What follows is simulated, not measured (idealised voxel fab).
Process module, titled voxel released beams
Shown is cross-section cut, with a width of 295 nm and square cells of size 5 nm.
Throughout this document, each cross-section is represented as a grid of square cells and is presented as a sequence of bands enumerated from the top downward, where a band comprises one or more rows of cells.
Top height, bottom height, nm. Materials left to right, width each, nm. Single material + "full width" = fills band edge to edge. "blank" = empty.
We count height from 0. Below that, the starting wafer is all one material. The lowest band never ends at the bottom but goes on down; see "0 and below" for how that is written.
A width given as "30..40" starts at the first number in the band's top row and ends at the second number in its bottom row, shifting by an equal amount at every step from row to row.
Basically "remains unaltered" means that step didn't change any cell in the cross-section.
"Fully closed voids" contains a list of empty spaces, each no smaller than 8 cells and without an open way to the top, written in the form width x height at distance with the distance from the left edge and all three in nm.
Past the settings on a step's line: simulator remark, on that step.
"overlay nm" on a masked step: distance the mask lay right of its planned place, negative for left.
Process steps foreseen in the plan
1: RECEIVE with material Si
2: CONFORMAL_DEP with material SiN, thk nm 5
3: DIRECTIONAL_DEP with material SiO2, thk nm 10
4: MASKED_ETCH with tone open, mask id ANCHOR, width nm 45, etch materials SiO2, depth nm 10, overlay nm 0
5: CONFORMAL_DEP with material TiN, thk nm 15
6: PATTERN with tone cover, mask id BEAM, material resist, width nm 105, thk nm 15, overlay nm 0
7: DIRECTIONAL_ETCH with etch materials TiN, depth nm 15
8: STRIP with etch materials resist
9: STRIP with etch materials SiO2
The cross-section here shows the wafer as received, i.e. in its state after step 1
- 0 and below | Si full width
- Fully closed voids: none
a wafer at the end: this start, this plan, one mistake
- 0 and below | Si full width
- Fully closed voids: none
Deviation from plan: step 2 ran with different settings than intended, the actual operation and settings being CONFORMAL_DEP with material SiO2, thk nm 5
